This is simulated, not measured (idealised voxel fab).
process module | voxel air gaps
cross-section cut | 285 nm wide | cells 5 nm
A cross-section is a grid of square cells, given in bands from the top down. A band is one or more rows of cells.
Each band's line starts with the height of the band's top and of its bottom, in nm. Then come its materials from left to right, each with its width in nm. One material with "throughout" fills the band from edge to edge. "air" is empty space.
Height 0 is the level under which the wafer as received is all one material. The lowest band goes on downwards, as in "0 down".
A width such as "30 to 40" changes by the same amount from each row of cells to the next, from the band's top row to its bottom row.
"no change" after a step means that no cell of the cross-section changed.
closed voids: empty space of 8 cells or more with no open way to the top, each as width x height at its distance from the left edge, in nm
after a step's settings: what the simulator itself notes on the step
overlay nm, on a step with a mask: how far to the right of its planned place the mask lay; to the left if negative
plan
1 op RECEIVE | material Si
2 op CONFORMAL_DEP | material SiO2 | thk nm 10
3 op CONFORMAL_DEP | material SiN | thk nm 5
4 op DIRECTIONAL_DEP | material SiO2 | thk nm 40
5 op DIRECTIONAL_DEP | material aC | thk nm 10
6 op PATTERN | tone open | mask id LINES | material resist | width nm 25 | pitch nm 50 | thk nm 30 | overlay nm 0
7 op DIRECTIONAL_ETCH | etch materials aC | depth nm 10
8 op STRIP | etch materials resist
9 op DIRECTIONAL_ETCH | etch materials SiO2 | depth nm 40
10 op STRIP | etch materials aC
11 op CONFORMAL_DEP | material TiN | thk nm 5
12 op FILL_DEP | material W | thk nm 10
13 op CMP | height nm 55
14 op EPI | material Ru | thk nm 10
15 op SELECTIVE_ETCH | etch materials SiO2 | depth nm 50
16 op CONFORMAL_DEP | material SiN | thk nm 5
as received, after step 1
  0 down: Si throughout
  closed voids: none
a wafer at the end: this start, this plan, one mistake
  60 to 50: SiN throughout
  50 to 0: SiO2 throughout
  0 down: Si throughout
  closed voids: none
what went wrong: steps 3 and 4 were swapped
